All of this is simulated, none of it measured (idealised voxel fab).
process module | voxel capacitor over wiring
cross-section cut | 300 nm wide | cells 5 nm
A cross-section is a grid of square cells, given in bands from the top down. A band is one or more rows of cells.
Each band's line starts with the height of the band's top and of its bottom, in nm. Then come its materials from left to right, each with its width in nm. One material with "throughout" fills the band from edge to edge. "air" is empty space.
Height 0 is the level under which the wafer as received is all one material. The lowest band goes on downwards, as in "0 down".
A width such as "30 to 40" changes by the same amount from each row of cells to the next, from the band's top row to its bottom row.
"no change" after a step means that no cell of the cross-section changed.
closed voids: empty space of 8 cells or more with no open way to the top, each as width x height at its distance from the left edge, in nm
after a step's settings: what the simulator itself notes on the step
overlay nm, on a step with a mask: how far to the right of its planned place the mask lay; to the left if negative
plan
1 op RECEIVE | material Si
2 op CONFORMAL_DEP | material SiO2 | thk nm 15
3 op DIRECTIONAL_DEP | material TiN | thk nm 5
4 op DIRECTIONAL_DEP | material Ru | thk nm 20
5 op PATTERN | tone cover | mask id METAL_1 | material resist | width nm 20 | pitch nm 75 | thk nm 20 | overlay nm 0
6 op DIRECTIONAL_ETCH | etch materials Ru | depth nm 20
7 op DIRECTIONAL_ETCH | etch materials TiN | depth nm 5
8 op STRIP | etch materials resist
9 op FILL_DEP | material SiO2 | thk nm 5
10 op CMP | height nm 40
11 op CONFORMAL_DEP | material SiCN | thk nm 5
12 op DIRECTIONAL_DEP | material lowk | thk nm 20
13 op MASKED_ETCH | tone open | mask id PLUG_1 | width nm 15 | etch materials lowk | depth nm 20 | overlay nm 0
14 op MASKED_ETCH | tone open | mask id PLUG_1 | width nm 15 | etch materials SiCN | depth nm 5 | overlay nm 0
15 op EPI | material Ru | thk nm 10
16 op EPI | material Ru | thk nm 10
17 op EPI | material Ru | thk nm 5
18 op DIRECTIONAL_DEP | material TiN | thk nm 5
19 op DIRECTIONAL_DEP | material SiN | thk nm 5
20 op DIRECTIONAL_DEP | material TiN | thk nm 10
21 op PATTERN | tone cover | mask id UPPER_PLATE | material resist | width nm 60 | thk nm 20 | overlay nm 0
22 op DIRECTIONAL_ETCH | etch materials TiN | depth nm 10
23 op DIRECTIONAL_ETCH | etch materials SiN | depth nm 5
24 op STRIP | etch materials resist
25 op MASKED_ETCH | tone cover | mask id LOWER_PLATE | width nm 70 | etch materials TiN | depth nm 5 | overlay nm 0
26 op FILL_DEP | material SiO2 | thk nm 15
27 op CMP | height nm 95
28 op PATTERN | tone open | mask id PLUG_2 | material resist | width nm 15 | thk nm 15 | overlay nm 0
29 op DIRECTIONAL_ETCH | etch materials SiO2 | depth nm 10
30 op STRIP | etch materials resist
31 op CONFORMAL_DEP | material TiN | thk nm 5
32 op FILL_DEP | material W | thk nm 10
33 op CMP | height nm 95
34 op CONFORMAL_DEP | material SiCN | thk nm 5
first wafer, as planned
as received, after step 1
  0 down: Si throughout
  closed voids: none
after step 2
  15 to 0: SiO2 throughout
  below 0: unchanged
after step 3
  20 to 15: TiN throughout
  below 15: unchanged
after step 4
  40 to 20: Ru throughout
  below 20: unchanged
after step 5
  60 to 40: air 100 | resist 20 | air 55 | resist 20 | air 105
  below 40: unchanged
after step 6
  60 to 40: air 100 | resist 20 | air 55 | resist 20 | air 105
  40 to 20: air 100 | Ru 20 | air 55 | Ru 20 | air 105
  below 20: unchanged
after step 7
  60 to 40: air 100 | resist 20 | air 55 | resist 20 | air 105
  40 to 20: air 100 | Ru 20 | air 55 | Ru 20 | air 105
  20 to 15: air 100 | TiN 20 | air 55 | TiN 20 | air 105
  below 15: unchanged
after step 8
  40 to 20: air 100 | Ru 20 | air 55 | Ru 20 | air 105
  below 20: unchanged
after step 9
  45 to 40: SiO2 throughout
  40 to 20: SiO2 100 | Ru 20 | SiO2 55 | Ru 20 | SiO2 105
  20 to 15: SiO2 100 | TiN 20 | SiO2 55 | TiN 20 | SiO2 105
  below 15: unchanged
after step 10
  40 to 20: SiO2 100 | Ru 20 | SiO2 55 | Ru 20 | SiO2 105
  below 20: unchanged
after step 11
  45 to 40: SiCN throughout
  below 40: unchanged
after step 12
  65 to 45: lowk throughout
  below 45: unchanged
after step 13
  65 to 45: lowk 105 | air 15 | lowk 180
  below 45: unchanged
after step 14
  65 to 45: lowk 105 | air 15 | lowk 180
  45 to 40: SiCN 105 | air 15 | SiCN 180
  below 40: unchanged
after step 15
  65 to 50: lowk 105 | air 15 | lowk 180
  50 to 45: lowk 105 | Ru 15 | lowk 180
  45 to 40: SiCN 105 | Ru 15 | SiCN 180
  below 40: unchanged
after step 16
  65 to 60: lowk 105 | air 15 | lowk 180
  60 to 45: lowk 105 | Ru 15 | lowk 180
  below 45: unchanged
after step 17
  65 to 45: lowk 105 | Ru 15 | lowk 180
  below 45: unchanged
after step 18
  70 to 65: TiN throughout
  below 65: unchanged
after step 19
  75 to 70: SiN throughout
  below 70: unchanged
after step 20
  85 to 75: TiN throughout
  below 75: unchanged
after step 21
  105 to 85: air 105 | resist 60 | air 135
  below 85: unchanged
after step 22
  105 to 85: air 105 | resist 60 | air 135
  85 to 75: air 105 | TiN 60 | air 135
  below 75: unchanged
after step 23
  105 to 85: air 105 | resist 60 | air 135
  85 to 75: air 105 | TiN 60 | air 135
  75 to 70: air 105 | SiN 60 | air 135
  below 70: unchanged
after step 24
  85 to 75: air 105 | TiN 60 | air 135
  below 75: unchanged
after step 25
  85 to 75: air 105 | TiN 60 | air 135
  75 to 70: air 105 | SiN 60 | air 135
  70 to 65: air 100 | TiN 70 | air 130
  below 65: unchanged
after step 26
  100 to 85: SiO2 throughout
  85 to 75: SiO2 105 | TiN 60 | SiO2 135
  75 to 70: SiO2 105 | SiN 60 | SiO2 135
  70 to 65: SiO2 100 | TiN 70 | SiO2 130
  below 65: unchanged
after step 27
  95 to 85: SiO2 throughout
  below 85: unchanged
after step 28
  110 to 95: resist 115 | air 15 | resist 170
  below 95: unchanged
after step 29
  110 to 95: resist 115 | air 15 | resist 170
  95 to 85: SiO2 115 | air 15 | SiO2 170
  below 85: unchanged
after step 30
  95 to 85: SiO2 115 | air 15 | SiO2 170
  below 85: unchanged
after step 31
  100 to 95: TiN 120 | air 5 | TiN 175
  95 to 90: SiO2 115 | TiN 5 | air 5 | TiN 5 | SiO2 170
  90 to 85: SiO2 115 | TiN 15 | SiO2 170
  below 85: unchanged
after step 32
  110 to 100: W throughout
  100 to 95: TiN 120 | W 5 | TiN 175
  95 to 90: SiO2 115 | TiN 5 | W 5 | TiN 5 | SiO2 170
  below 90: unchanged
after step 33
  95 to 90: SiO2 115 | TiN 5 | W 5 | TiN 5 | SiO2 170
  below 90: unchanged
after step 34
  100 to 95: SiCN throughout
  below 95: unchanged
second wafer: like start, like plan, one mistake. Through step 13 it matches the first wafer
when step 14 should have ended
  65 to 45: lowk 105 | air 15 | lowk 180
  45 to 40: SiCN 115 | air 5 | SiCN 180
  below 40: unchanged
when step 15 should have ended
  65 to 50: lowk 105 | air 15 | lowk 180
  50 to 45: lowk 105 | air 5 | Ru 10 | lowk 180
  45 to 40: SiCN 115 | Ru 5 | SiCN 180
  below 40: unchanged
when step 16 should have ended
  65 to 60: lowk 105 | air 15 | lowk 180
  60 to 45: lowk 105 | Ru 15 | lowk 180
  below 45: unchanged
when step 17 should have ended
  65 to 45: lowk 105 | Ru 15 | lowk 180
  below 45: unchanged
when step 18 should have ended
  70 to 65: TiN throughout
  below 65: unchanged
when step 19 should have ended
  75 to 70: SiN throughout
  below 70: unchanged
when step 20 should have ended
  85 to 75: TiN throughout
  below 75: unchanged
when step 21 should have ended
  105 to 85: air 105 | resist 60 | air 135
  below 85: unchanged
when step 22 should have ended
  105 to 85: air 105 | resist 60 | air 135
  85 to 75: air 105 | TiN 60 | air 135
  below 75: unchanged
when step 23 should have ended
  105 to 85: air 105 | resist 60 | air 135
  85 to 75: air 105 | TiN 60 | air 135
  75 to 70: air 105 | SiN 60 | air 135
  below 70: unchanged
when step 24 should have ended
  85 to 75: air 105 | TiN 60 | air 135
  below 75: unchanged
when step 25 should have ended
  85 to 75: air 105 | TiN 60 | air 135
  75 to 70: air 105 | SiN 60 | air 135
  70 to 65: air 100 | TiN 70 | air 130
  below 65: unchanged
when step 26 should have ended
  100 to 85: SiO2 throughout
  85 to 75: SiO2 105 | TiN 60 | SiO2 135
  75 to 70: SiO2 105 | SiN 60 | SiO2 135
  70 to 65: SiO2 100 | TiN 70 | SiO2 130
  below 65: unchanged
when step 27 should have ended
  95 to 85: SiO2 throughout
  below 85: unchanged
when step 28 should have ended
  110 to 95: resist 115 | air 15 | resist 170
  below 95: unchanged
when step 29 should have ended
  110 to 95: resist 115 | air 15 | resist 170
  95 to 85: SiO2 115 | air 15 | SiO2 170
  below 85: unchanged
when step 30 should have ended
  95 to 85: SiO2 115 | air 15 | SiO2 170
  below 85: unchanged
when step 31 should have ended
  100 to 95: TiN 120 | air 5 | TiN 175
  95 to 90: SiO2 115 | TiN 5 | air 5 | TiN 5 | SiO2 170
  90 to 85: SiO2 115 | TiN 15 | SiO2 170
  below 85: unchanged
when step 32 should have ended
  110 to 100: W throughout
  100 to 95: TiN 120 | W 5 | TiN 175
  95 to 90: SiO2 115 | TiN 5 | W 5 | TiN 5 | SiO2 170
  below 90: unchanged
when step 33 should have ended
  95 to 90: SiO2 115 | TiN 5 | W 5 | TiN 5 | SiO2 170
  below 90: unchanged
when step 34 should have ended
  100 to 95: SiCN throughout
  below 95: unchanged
what went wrong: step 14 ran as: op MASKED_ETCH | tone open | mask id PLUG_1 | width nm 15 | etch materials SiCN | depth nm 5 | overlay nm 10
at the end the second wafer has, in cells: 2 fewer of Ru | 2 more of SiCN
